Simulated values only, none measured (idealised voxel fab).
Proc. module: voxel plated lines
Pictured: cross-section cut, 225 nm wide, on a grid of 5 nm square cells.
A cross-section is a grid of square cells, given in bands from the top down. A band is one or more rows of cells. Each band's line starts with the height of the band's top and of its bottom, in nm. Then come its materials from left to right, each with its width in nm. One material with "edge to edge" fills the band from edge to edge. "air" is empty space. Heights are measured from 0, the level below which the as-received wafer is all one material; the lowest band has no bottom and continues downward, written as in "0 -> down". Quick explanation for "30 to 40": the width changes in equal steps down the rows of cells, from the first number in the band's top row to the second number in its bottom row. Step note "nothing changed" = no cross-section cell changed. Basically, "Closed cavities" tells you about the enclosed voids: empty spaces with no open way to the top, 8 cells or bigger, each written width x height at distance, where distance is from the left edge, all in nm. It should be noted that, on the line of a given step, the content following the step's settings is a remark produced by the simulator itself with respect to that step. Among the settings permitted on a step's line is "overlay nm"; applied to a step with a mask, it specifies the extent to which the mask lay to the right of its planned position, whereas a negative figure signifies a position to the left.

**The following list gives the planned process steps**
step 1: RECEIVE: material Si
step 2: CONFORMAL_DEP: material Al2O3, thk nm 10
step 3: DIRECTIONAL_DEP: material TiN, thk nm 5
step 4: PATTERN: tone open, mask id LINES, material resist, width nm 15, pitch nm 35, thk nm 40, overlay nm 0
step 5: EPI: material Ru, thk nm 10
step 6: EPI: material Ru, thk nm 5
step 7: EPI: material Ru, thk nm 10
step 8: STRIP: etch materials resist
step 9: DIRECTIONAL_ETCH: etch materials TiN, depth nm 5
step 10: CONFORMAL_DEP: material SiN, thk nm 5

**Delivered wafer in cross-section: state after step 1**
  0 -> down = Si edge to edge
  Closed cavities: none

**Cross-sectional image of the first of two wafers at the end of the module, the run having proceeded as planned**
  45 -> 40 = 80 of air  25 of SiN  10 of air  25 of SiN  85 of air
  40 -> 15 = 80 of air  5 of SiN  15 of Ru  5 of SiN  10 of air  5 of SiN  15 of Ru  5 of SiN  85 of air
  15 -> 10 = 85 of SiN  15 of TiN  20 of SiN  15 of TiN  90 of SiN
  10 -> 0 = Al2O3 edge to edge
  0 -> down = Si edge to edge
  Closed cavities: none

**This cross-section belongs to the second wafer of two at the end of the module; the start and the plan were shared with the first, and the run included one mistake**
  20 -> 15 = SiN edge to edge
  15 -> 0 = Al2O3 edge to edge
  0 -> down = Si edge to edge
  Closed cavities: none
Deviation noted in wafer processing: step 3: run off-plan, actual operation and settings DIRECTIONAL_DEP: material Al2O3, thk nm 5
Final comparison by cell count, materials where the second wafer has more or fewer than the first: Al2O3: 45 more | Ru: 30 fewer | SiN: 24 fewer | TiN: 6 fewer
